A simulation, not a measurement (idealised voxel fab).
Proc. module: voxel ribs on slabs
We display cut, a cross-section 200 nm in width whose square cells are each 5 nm.
The cross-sections in this document take the form of a grid made of square cells. They are written out as bands, in order from top to bottom. Each band consists of one or more rows of cells. Top, bottom (nm), then materials left to right with widths (nm); lone material tagged "full width" fills the whole band edge to edge; "empty" = empty space. Beneath 0, the wafer as received is one material, and that level is where height counting begins. The lowest band goes on downward without a bottom; it is written like "top 0, no bottom". Quick explanation for "30->40": the width changes in equal steps down the rows of cells, from the first number in the band's top row to the second number in its bottom row. "nothing got changed" (step): cross-section cells unchanged, all of them. "Trapped void list": empty spaces of 8 cells or more with no open way to the top, each given as width x height at distance, distance from the left edge, all in nm. Read whatever lies past the settings on a step's line as the simulator's own remark about the step. For masked steps, "overlay nm" on the step line gives how far right of plan the mask actually lay; a minus sign means it lay to the left.

PLAN
step 1: RECEIVE: material Si
step 2: DIRECTIONAL_DEP: material SiO2, thk nm 30
step 3: DIRECTIONAL_DEP: material SiN, thk nm 15
step 4: PATTERN: tone cover, mask id RIB, material resist, width nm 30, thk nm 20, overlay nm 0
step 5: DIRECTIONAL_ETCH: etch materials SiN, depth nm 5
step 6: STRIP: etch materials resist
step 7: PATTERN: tone cover, mask id SLAB, material resist, width nm 70, thk nm 20, overlay nm 0
step 8: DIRECTIONAL_ETCH: etch materials SiN, depth nm 10
step 9: STRIP: etch materials resist
step 10: FILL_DEP: material SiO2, thk nm 25
step 11: CMP: height nm 60
step 12: DIRECTIONAL_DEP: material TiN, thk nm 5
step 13: PATTERN: tone cover, mask id HEATER, material resist, width nm 40, thk nm 15, overlay nm 0
step 14: DIRECTIONAL_ETCH: etch materials TiN, depth nm 5
step 15: STRIP: etch materials resist
step 16: CONFORMAL_DEP: material SiO2, thk nm 10

CROSS-SECTION OF THE INCOMING WAFER, STATE AFTER STEP 1
- top 0, no bottom = Si full width
- Trapped void list: none

THE FOLLOWING CROSS-SECTION DEPICTS THE WAFER UPON CONCLUSION OF THE MODULE. PROCESSING COMMENCED FROM THE STARTING CONDITION ILLUSTRATED ABOVE AND ADHERED TO THE PLAN ILLUSTRATED ABOVE, SAVE FOR ONE MISTAKE IN EXECUTION
- top 75, bottom 70 = empty=65, SiO2=60, empty=75
- top 70, bottom 65 = SiO2 full width
- top 65, bottom 60 = SiO2=75, TiN=40, SiO2=85
- top 60, bottom 45 = SiO2 full width
- top 45, bottom 40 = SiO2=85, SiN=30, SiO2=85
- top 40, bottom 30 = SiO2=65, SiN=70, SiO2=65
- top 30, bottom 0 = SiO2 full width
- top 0, no bottom = Si full width
- Trapped void list: none
Which mistake was made when the wafer was run? for step 13, the planned setting was not used; the step was instead run as PATTERN: tone cover, mask id HEATER, material resist, width nm 40, thk nm 15, overlay nm -5
